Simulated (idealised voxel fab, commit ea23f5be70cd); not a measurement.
Process module name: voxel self aligned vias
Pictured: cross-section cut, 295 nm wide, on a grid of 5 nm square cells.
Format of a cross-section: grid, square cells. Given as bands. Order: top down. Band: one or more rows of cells.
The band entry comprises the height of the band's top followed by the height of its bottom, expressed in nm, and subsequently the band's materials from left to right, each stated together with its width in nm. Where a single material is marked with the word "all across", that material fills the band from edge to edge. The word "empty" represents empty space.
Height reference: 0 = level under which incoming wafer is all one material. Lowest band: no bottom, runs on downward, e.g. "0 nm and below".
Width "30 to 40": first value at the band's top row of cells, second value at its bottom row, equal change from row to row.
Reading "remained the same" for a step: not a cell of the cross-section changed in it.
This entry, "Enclosed void catalog", enumerates those empty regions of no fewer than 8 cells that possess no open connection to the top. Each region is reported in the form width x height at distance, the distance being taken from the left edge, with all three quantities expressed in nm.
The remark found on a step's line after its settings is issued by the simulator itself and pertains to that step.
The "overlay nm" setting may appear on a step's line; for a step that uses a mask, it gives how far to the right of its planned position the mask lay, and a negative value indicates the left.
## The planned process steps are enumerated hereunder
1. RECEIVE [material Si]
2. CONFORMAL_DEP [material SiO2] [thk nm 10]
3. CONFORMAL_DEP [material SiCN] [thk nm 5]
4. DIRECTIONAL_DEP [material lowk] [thk nm 30]
5. DIRECTIONAL_DEP [material aC] [thk nm 10]
6. PATTERN [tone open] [mask id LINES] [material resist] [width nm 15] [pitch nm 55] [thk nm 25] [overlay nm 0]
7. DIRECTIONAL_ETCH [etch materials aC] [depth nm 10]
8. STRIP [etch materials resist]
9. DIRECTIONAL_ETCH [etch materials lowk] [depth nm 30]
10. STRIP [etch materials aC]
11. CONFORMAL_DEP [material TiN] [thk nm 5]
12. FILL_DEP [material Ru] [thk nm 5]
13. CMP [height nm 45]
14. SELECTIVE_ETCH [etch materials W Ru TiN] [depth nm 5]
15. FILL_DEP [material SiN] [thk nm 5]
16. CMP [height nm 45]
17. DIRECTIONAL_DEP [material lowk] [thk nm 15]
18. DIRECTIONAL_DEP [material aC] [thk nm 15]
19. PATTERN [tone open] [mask id VIAS] [material resist] [width nm 30] [thk nm 30] [overlay nm 0]
20. DIRECTIONAL_ETCH [etch materials aC] [depth nm 15]
21. STRIP [etch materials resist]
22. DIRECTIONAL_ETCH [etch materials lowk] [depth nm 15]
23. DIRECTIONAL_ETCH [etch materials SiN] [depth nm 5]
24. STRIP [etch materials aC]
25. CONFORMAL_DEP [material TiN] [thk nm 5]
26. FILL_DEP [material Cu] [thk nm 5]
27. CMP [height nm 60]
28. CONFORMAL_DEP [material SiN] [thk nm 5]
Split variable: width nm, step 6. Plan value = first wafer. Wafers start alike.
## Here's the first of the wafers in cross-section, just as we got it, i.e. after step 1
  0 nm and below: Si all across
  Enclosed void catalog: none
## Wafer cross-section (first of several) - module end, post step 28 (last step)
  65 nm to 60 nm: SiN all across
  60 nm to 50 nm: 105 lowk  5 TiN  20 Cu  5 TiN  160 lowk
  50 nm to 45 nm: 105 lowk  15 TiN  5 Cu  10 TiN  160 lowk
  45 nm to 40 nm: 115 lowk  15 TiN  40 lowk  15 SiN  110 lowk
  40 nm to 20 nm: 115 lowk  5 TiN  5 Ru  5 TiN  40 lowk  5 TiN  5 Ru  5 TiN  110 lowk
  20 nm to 15 nm: 115 lowk  15 TiN  40 lowk  15 TiN  110 lowk
  15 nm to 10 nm: SiCN all across
  10 nm to 0 nm: SiO2 all across
  0 nm and below: Si all across
  Enclosed void catalog: none
## Showing the last wafer in cross-section at the end of the module
  65 nm to 60 nm: SiN all across
  60 nm to 45 nm: 105 lowk  5 TiN  20 Cu  5 TiN  160 lowk
  45 nm to 40 nm: 105 lowk  30 TiN  5 SiN  20 lowk  35 SiN  100 lowk
  40 nm to 20 nm: 105 lowk  5 TiN  25 Ru  5 TiN  20 lowk  5 TiN  25 Ru  5 TiN  100 lowk
  20 nm to 15 nm: 105 lowk  35 TiN  20 lowk  35 TiN  100 lowk
  15 nm to 10 nm: SiCN all across
  10 nm to 0 nm: SiO2 all across
  0 nm and below: Si all across
  Enclosed void catalog: none
## The following table contains a row per wafer, in which are reported, at the conclusion of the module, the cells of each material gained (+) or lost (-) since the wafer's receipt, with its closed voids given thereafter
width nm 15 | +9 Cu | +8 Ru | +59 SiCN | +62 SiN | +118 SiO2 | +34 TiN | +477 lowk | Enclosed void catalog: none
width nm 20 | +10 Cu | +16 Ru | +59 SiCN | +63 SiN | +118 SiO2 | +36 TiN | +465 lowk | Enclosed void catalog: none
width nm 25 | +11 Cu | +24 Ru | +59 SiCN | +64 SiN | +118 SiO2 | +38 TiN | +453 lowk | Enclosed void catalog: none
width nm 30 | +12 Cu | +32 Ru | +59 SiCN | +65 SiN | +118 SiO2 | +40 TiN | +441 lowk | Enclosed void catalog: none
width nm 35 | +12 Cu | +40 Ru | +59 SiCN | +67 SiN | +118 SiO2 | +42 TiN | +429 lowk | Enclosed void catalog: none
